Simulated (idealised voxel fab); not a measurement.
process module | voxel wiring stack
cross-section cut | 215 nm wide | cells 5 nm
A cross-section is a grid of square cells, given in bands from the top down. A band is one or more rows of cells.
Each band's line starts with the height of the band's top and of its bottom, in nm. Then come its materials from left to right, each with its width in nm. One material with "throughout" fills the band from edge to edge. "air" is empty space.
Height 0 is the level under which the wafer as received is all one material. The lowest band goes on downwards, as in "0 down".
A width such as "30 to 40" changes by the same amount from each row of cells to the next, from the band's top row to its bottom row.
"no change" after a step means that no cell of the cross-section changed.
closed voids: empty space of 8 cells or more with no open way to the top, each as width x height at its distance from the left edge, in nm
after a step's settings: what the simulator itself notes on the step
overlay nm, on a step with a mask: how far to the right of its planned place the mask lay; to the left if negative
plan
1 op RECEIVE | material Si
2 op CONFORMAL_DEP | material SiO2 | thk nm 15
3 op DIRECTIONAL_DEP | material TiN | thk nm 5
4 op DIRECTIONAL_DEP | material Ru | thk nm 25
5 op PATTERN | tone cover | mask id METAL_1 | material resist | width nm 25 | pitch nm 45 | thk nm 20 | overlay nm 0
6 op DIRECTIONAL_ETCH | etch materials Ru | depth nm 25
7 op DIRECTIONAL_ETCH | etch materials TiN | depth nm 5
8 op STRIP | etch materials resist
9 op FILL_DEP | material lowk | thk nm 5
10 op CMP | height nm 45
11 op CONFORMAL_DEP | material SiCN | thk nm 5
12 op DIRECTIONAL_DEP | material lowk | thk nm 20
13 op PATTERN | tone open | mask id PLUG_1 | material resist | width nm 15 | pitch nm 45 | thk nm 20 | overlay nm -15
14 op DIRECTIONAL_ETCH | etch materials lowk | depth nm 20
15 op DIRECTIONAL_ETCH | etch materials SiCN | depth nm 5
16 op STRIP | etch materials resist
17 op EPI | material Ru | thk nm 10
18 op EPI | material Ru | thk nm 10
19 op EPI | material Ru | thk nm 5
20 op DIRECTIONAL_DEP | material TiN | thk nm 5
21 op DIRECTIONAL_DEP | material W | thk nm 15
22 op PATTERN | tone cover | mask id METAL_2 | material resist | width nm 25 | pitch nm 45 | thk nm 15 | overlay nm 0
23 op DIRECTIONAL_ETCH | etch materials W | depth nm 15
24 op DIRECTIONAL_ETCH | etch materials TiN | depth nm 5
25 op STRIP | etch materials resist
26 op CONFORMAL_DEP | material SiN | thk nm 5
27 op FILL_DEP | material SiO2 | thk nm 5
28 op CMP | height nm 90
29 op CONFORMAL_DEP | material SiN | thk nm 5
varied across the wafers: overlay nm of step 13. The plan shows the first wafer's value. All wafers start alike
first wafer as received, after step 1
  0 down: Si throughout
  closed voids: none
each wafer at the end: cells of each material gained (+) or lost (-) since it was received, then its closed voids
overlay nm -15 | +75 Ru | +34 SiCN | +119 SiN | +210 SiO2 | +30 TiN | +45 W | +304 lowk | closed voids: none
overlay nm -10 | +120 Ru | +34 SiCN | +89 SiN | +195 SiO2 | +30 TiN | +45 W | +304 lowk | closed voids: none
overlay nm -5 | +120 Ru | +34 SiCN | +89 SiN | +195 SiO2 | +30 TiN | +45 W | +304 lowk | closed voids: none
overlay nm 0 | +120 Ru | +34 SiCN | +89 SiN | +195 SiO2 | +30 TiN | +45 W | +304 lowk | closed voids: none
overlay nm 5 | +120 Ru | +34 SiCN | +89 SiN | +195 SiO2 | +30 TiN | +45 W | +304 lowk | closed voids: none
overlay nm 10 | +120 Ru | +34 SiCN | +89 SiN | +195 SiO2 | +30 TiN | +45 W | +304 lowk | closed voids: none
overlay nm 15 | +120 Ru | +34 SiCN | +89 SiN | +195 SiO2 | +30 TiN | +45 W | +304 lowk | closed voids: none
